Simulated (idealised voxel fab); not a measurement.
Documented hereafter: the process module known as voxel gate over fins.
Displayed cross-section: cut, width of 295 nm, square cells sized 5 nm.
We lay out every cross-section as a grid of square cells and spell it out in bands from the top down, where one band means one or more rows of cells. Heads up on the band format: heights come first, top then bottom, in nm. After that it's the materials left to right, each with its width in nm. A single material flagged "everywhere" fills the whole band edge to edge, and "empty" means there's empty space there. Heights are measured from 0, the level below which the as-received wafer is all one material; the lowest band has no bottom and continues downward, written as in "0 nm and below". The two numbers in a width such as "30 to 40" mark its ends across the band: the first belongs to the top row of cells, the second to the bottom row, and from each row to the next the width moves by the same amount. Given "nothing got changed" for a step, no cell of the cross-section differs between before and after that step. "Unvented voids" lists enclosed empty spaces (at least 8 cells, no open path upward to the top), each as width x height at distance from the left edge, in nm. Whatever follows a step's settings on its line is a remark the simulator itself makes about that step. overlay nm: right-of-plan distance of the mask on a masked step; negative values mean left-of-plan.
**Steps planned for the process**
1,op RECEIVE | material Si
2,op CONFORMAL_DEP | material SiN | thk nm 10
3,op PATTERN | tone cover | mask id FINS | material resist | width nm 15 | pitch nm 45 | thk nm 20 | overlay nm -15
4,op DIRECTIONAL_ETCH | etch materials SiN | depth nm 10
5,op DIRECTIONAL_ETCH | etch materials Si | depth nm 40
6,op STRIP | etch materials resist
7,op OXIDIZE | depth nm 5
8,op FILL_DEP | material SiO2 | thk nm 15
9,op CMP | height nm 10
10,op SELECTIVE_ETCH | etch materials SiO2 | depth nm 20
11,op STRIP | etch materials SiN
12,op CONFORMAL_DEP | material HfO2 | thk nm 5
13,op CONFORMAL_DEP | material TiN | thk nm 5
14,op FILL_DEP | material W | thk nm 10
15,op CMP | height nm 15
16,op CONFORMAL_DEP | material SiN | thk nm 10
Every wafer here starts from the same state; it is the step 3 overlay nm that distinguishes them, and the value the plan gives belongs to the first wafer.
**Received condition of the first of several wafers, sectioned: post-step 1**
> 0 nm and below = Si everywhere
> Unvented voids: none
**Heads up, this table goes wafer by wafer. A row tells you, at the end of the module, how many cells of each material that wafer has put on (+) or dropped (-) since it was received, and then its closed voids**
overlay nm -15, +67 HfO2, -513 Si, +118 SiN, +399 SiO2, +67 TiN, +157 W, Unvented voids: none
overlay nm -10, +67 HfO2, -513 Si, +118 SiN, +399 SiO2, +67 TiN, +157 W, Unvented voids: none
overlay nm -5, +67 HfO2, -513 Si, +118 SiN, +399 SiO2, +67 TiN, +157 W, Unvented voids: none
overlay nm 0, +67 HfO2, -513 Si, +118 SiN, +399 SiO2, +67 TiN, +157 W, Unvented voids: none
overlay nm 5, +67 HfO2, -513 Si, +118 SiN, +399 SiO2, +67 TiN, +157 W, Unvented voids: none
overlay nm 10, +67 HfO2, -513 Si, +118 SiN, +399 SiO2, +67 TiN, +157 W, Unvented voids: none
overlay nm 15, +67 HfO2, -513 Si, +118 SiN, +399 SiO2, +67 TiN, +157 W, Unvented voids: none
